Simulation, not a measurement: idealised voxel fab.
The following process module bears the name voxel gate over fins.
FYI the section here is cut, 215 nm wide, cells are 5 nm squares.
Reading order for cross-sections: top band down to bottom band. Underlying form: a grid of square cells. Band size: one or more rows of cells.
Heights first: top, then bottom, in nm. Then materials, left to right, each with a width in nm. "full width" on a single material: fills the band edge to edge. "air": empty space.
For the purposes of this specification, 0 denotes the height below which the wafer in its as-received condition is composed wholly of one material, and the lowermost band, lacking a lower limit, extends downward without end, as expressed in "0 down".
You'd read "30 to 40" like this: the band's top row of cells is as wide as the first number, its bottom row is as wide as the second, and going down, every row changes width by the same amount as the row before did.
Any step labelled "left unchanged" changed none of the cells in the cross-section.
In "Closed void list" the enclosed voids are listed, meaning empty spaces of 8 cells or larger without any opening to the top. The form is width x height at distance, distance from the left edge, units nm.
The remark found on a step's line after its settings is issued by the simulator itself and pertains to that step.
overlay nm: step with mask; distance mask lay right of planned place; negative value = left of planned place.

**Set out below are the planned steps of the process**
1) op RECEIVE | material Si
2) op CONFORMAL_DEP | material SiN | thk nm 10
3) op DIRECTIONAL_DEP | material aC | thk nm 10
4) op PATTERN | tone cover | mask id FINS | material resist | width nm 15 | pitch nm 45 | thk nm 25 | overlay nm 0
5) op DIRECTIONAL_ETCH | etch materials aC | depth nm 10
6) op STRIP | etch materials resist
7) op DIRECTIONAL_ETCH | etch materials SiN | depth nm 10
8) op DIRECTIONAL_ETCH | etch materials Si | depth nm 35
9) op STRIP | etch materials aC
10) op FILL_DEP | material SiO2 | thk nm 15
11) op CMP | height nm 10
12) op SELECTIVE_ETCH | etch materials SiO2 | depth nm 25
13) op STRIP | etch materials SiN
14) op CONFORMAL_DEP | material HfO2 | thk nm 5
15) op CONFORMAL_DEP | material TiN | thk nm 5
16) op FILL_DEP | material W | thk nm 10
17) op CMP | height nm 15
18) op CONFORMAL_DEP | material SiCN | thk nm 10

**as received, after step 1**
0 down  Si full width
Closed void list: none

**Post-module cross-section: identical start and plan to those above, one misstep in execution**
25 to 15  SiCN full width
15 to 10  W full width
10 to 5  W 40 nm, TiN 135 nm, W 40 nm
5 to 0  W 40 nm, TiN 5 nm, HfO2 35 nm, TiN 10 nm, HfO2 35 nm, TiN 10 nm, HfO2 35 nm, TiN 5 nm, W 40 nm
0 to -5  W 40 nm, TiN 5 nm, HfO2 5 nm, Si 25 nm, HfO2 5 nm, TiN 10 nm, HfO2 5 nm, Si 25 nm, HfO2 5 nm, TiN 10 nm, HfO2 5 nm, Si 25 nm, HfO2 5 nm, TiN 5 nm, W 40 nm
-5 to -10  TiN 45 nm, HfO2 5 nm, Si 25 nm, HfO2 5 nm, TiN 10 nm, HfO2 5 nm, Si 25 nm, HfO2 5 nm, TiN 10 nm, HfO2 5 nm, Si 25 nm, HfO2 5 nm, TiN 45 nm
-10 to -15  HfO2 50 nm, Si 25 nm, HfO2 20 nm, Si 25 nm, HfO2 20 nm, Si 25 nm, HfO2 50 nm
-15 to -35  SiO2 50 nm, Si 25 nm, SiO2 20 nm, Si 25 nm, SiO2 20 nm, Si 25 nm, SiO2 50 nm
-35 down  Si full width
Closed void list: none
Where did the run depart from the plan? off-plan run, step 4, actual operation and settings op PATTERN | tone cover | mask id FINS | material resist | width nm 25 | pitch nm 45 | thk nm 25 | overlay nm 0
